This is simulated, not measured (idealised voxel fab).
process module | voxel local oxidation
cross-section cut | 165 nm wide | cells 5 nm
A cross-section is a grid of square cells, given in bands from the top down. A band is one or more rows of cells.
Each band's line starts with the height of the band's top and of its bottom, in nm. Then come its materials from left to right, each with its width in nm. One material with "throughout" fills the band from edge to edge. "air" is empty space.
Height 0 is the level under which the wafer as received is all one material. The lowest band goes on downwards, as in "0 down".
A width such as "30 to 40" changes by the same amount from each row of cells to the next, from the band's top row to its bottom row.
"no change" after a step means that no cell of the cross-section changed.
closed voids: empty space of 8 cells or more with no open way to the top, each as width x height at its distance from the left edge, in nm
after a step's settings: what the simulator itself notes on the step
overlay nm, on a step with a mask: how far to the right of its planned place the mask lay; to the left if negative
plan
1 op RECEIVE | material Si
2 op OXIDIZE | depth nm 5
3 op CONFORMAL_DEP | material SiN | thk nm 10
4 op MASKED_ETCH | tone cover | mask id ACTIVE | width nm 110 | etch materials SiN | depth nm 10 | overlay nm 0
5 op SELECTIVE_ETCH | etch materials SiO2 | depth nm 5
6 op OXIDIZE | depth nm 15
7 op STRIP | etch materials SiN
first wafer, as planned
as received, after step 1
  0 down: Si throughout
  closed voids: none
after step 2
  0 to -5: SiO2 throughout
  below -5: unchanged
after step 3
  10 to 0: SiN throughout
  below 0: unchanged
after step 4
  10 to 0: air 25 | SiN 110 | air 30
  below 0: unchanged
after step 5
  10 to 0: air 25 | SiN 110 | air 30
  0 to -5: air 30 | SiO2 100 | air 35
  below -5: unchanged
after step 6
  10 to 0: air 25 | SiN 110 | air 30
  0 to -5: air 30 | SiO2 100 | air 35
  -5 to -20: SiO2 45 | Si 70 | SiO2 50
  below -20: unchanged
after step 7
  0 to -5: air 30 | SiO2 100 | air 35
  below -5: unchanged
second wafer: like start, like plan, one mistake. Through step 6 it matches the first wafer
when step 7 should have ended
  -5 to -20: air 45 | Si 70 | air 50
  below -20: unchanged
what went wrong: step 7 ran as: op STRIP | etch materials SiO2
at the end the second wafer has, in cells: 77 fewer of SiO2
